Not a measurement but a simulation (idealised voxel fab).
process module | voxel local oxidation
cross-section cut | 295 nm wide | cells 5 nm
A cross-section is a grid of square cells, given in bands from the top down. A band is one or more rows of cells.
Each band's line starts with the height of the band's top and of its bottom, in nm. Then come its materials from left to right, each with its width in nm. One material with "throughout" fills the band from edge to edge. "air" is empty space.
Height 0 is the level under which the wafer as received is all one material. The lowest band goes on downwards, as in "0 down".
A width such as "30 to 40" changes by the same amount from each row of cells to the next, from the band's top row to its bottom row.
"no change" after a step means that no cell of the cross-section changed.
closed voids: empty space of 8 cells or more with no open way to the top, each as width x height at its distance from the left edge, in nm
after a step's settings: what the simulator itself notes on the step
overlay nm, on a step with a mask: how far to the right of its planned place the mask lay; to the left if negative
plan
1 op RECEIVE | material Si
2 op CONFORMAL_DEP | material SiO2 | thk nm 5
3 op CONFORMAL_DEP | material SiN | thk nm 10
4 op DIRECTIONAL_DEP | material aC | thk nm 15
5 op PATTERN | tone cover | mask id ACTIVE | material resist | width nm 100 | pitch nm 130 | thk nm 35 | overlay nm 0
6 op DIRECTIONAL_ETCH | etch materials aC | depth nm 15
7 op STRIP | etch materials resist
8 op DIRECTIONAL_ETCH | etch materials SiN | depth nm 10
9 op STRIP | etch materials aC
10 op SELECTIVE_ETCH | etch materials SiO2 | depth nm 5
11 op OXIDIZE | depth nm 10
12 op STRIP | etch materials SiN
first wafer, as planned
as received, after step 1
  0 down: Si throughout
  closed voids: none
after step 2
  5 to 0: SiO2 throughout
  below 0: unchanged
after step 3
  15 to 5: SiN throughout
  below 5: unchanged
after step 4
  30 to 15: aC throughout
  below 15: unchanged
after step 5
  65 to 30: air 30 | resist 100 | air 30 | resist 100 | air 35
  below 30: unchanged
after step 6
  50 to 30: air 30 | resist 100 | air 30 | resist 100 | air 35
  30 to 15: air 30 | aC 100 | air 30 | aC 100 | air 35
  below 15: unchanged
after step 7
  30 to 15: air 30 | aC 100 | air 30 | aC 100 | air 35
  below 15: unchanged
after step 8
  30 to 15: air 30 | aC 100 | air 30 | aC 100 | air 35
  15 to 5: air 30 | SiN 100 | air 30 | SiN 100 | air 35
  below 5: unchanged
after step 9
  15 to 5: air 30 | SiN 100 | air 30 | SiN 100 | air 35
  below 5: unchanged
after step 10
  15 to 5: air 30 | SiN 100 | air 30 | SiN 100 | air 35
  5 to 0: air 35 | SiO2 90 | air 40 | SiO2 90 | air 40
  below 0: unchanged
after step 11
  15 to 5: air 30 | SiN 100 | air 30 | SiN 100 | air 35
  5 to 0: air 35 | SiO2 90 | air 40 | SiO2 90 | air 40
  0 to -10: SiO2 45 | Si 70 | SiO2 60 | Si 70 | SiO2 50
  below -10: unchanged
after step 12
  5 to 0: air 35 | SiO2 90 | air 40 | SiO2 90 | air 40
  below 0: unchanged
second wafer: like start, like plan, one mistake. Through step 6 it matches the first wafer
when step 7 should have ended
  50 to 30: air 30 | resist 100 | air 30 | resist 100 | air 35
  30 to 15: air 30 | aC 100 | air 30 | aC 100 | air 35
  15 to 5: air 30 | SiN 100 | air 30 | SiN 100 | air 35
  below 5: unchanged
when step 8 should have ended
  30 to 15: air 30 | aC 100 | air 30 | aC 100 | air 35
  below 15: unchanged
when step 9 should have ended
  15 to 5: air 30 | SiN 100 | air 30 | SiN 100 | air 35
  below 5: unchanged
when step 10 should have ended
  15 to 5: air 30 | SiN 100 | air 30 | SiN 100 | air 35
  5 to 0: air 35 | SiO2 90 | air 40 | SiO2 90 | air 40
  below 0: unchanged
when step 11 should have ended
  15 to 5: air 30 | SiN 100 | air 30 | SiN 100 | air 35
  5 to 0: air 35 | SiO2 90 | air 40 | SiO2 90 | air 40
  0 to -10: SiO2 45 | Si 70 | SiO2 60 | Si 70 | SiO2 50
  below -10: unchanged
when step 12 should have ended
  5 to 0: air 35 | SiO2 90 | air 40 | SiO2 90 | air 40
  below 0: unchanged
what went wrong: steps 7 and 8 were swapped
at the end the two cross-sections are the same: no effect in what this model computes
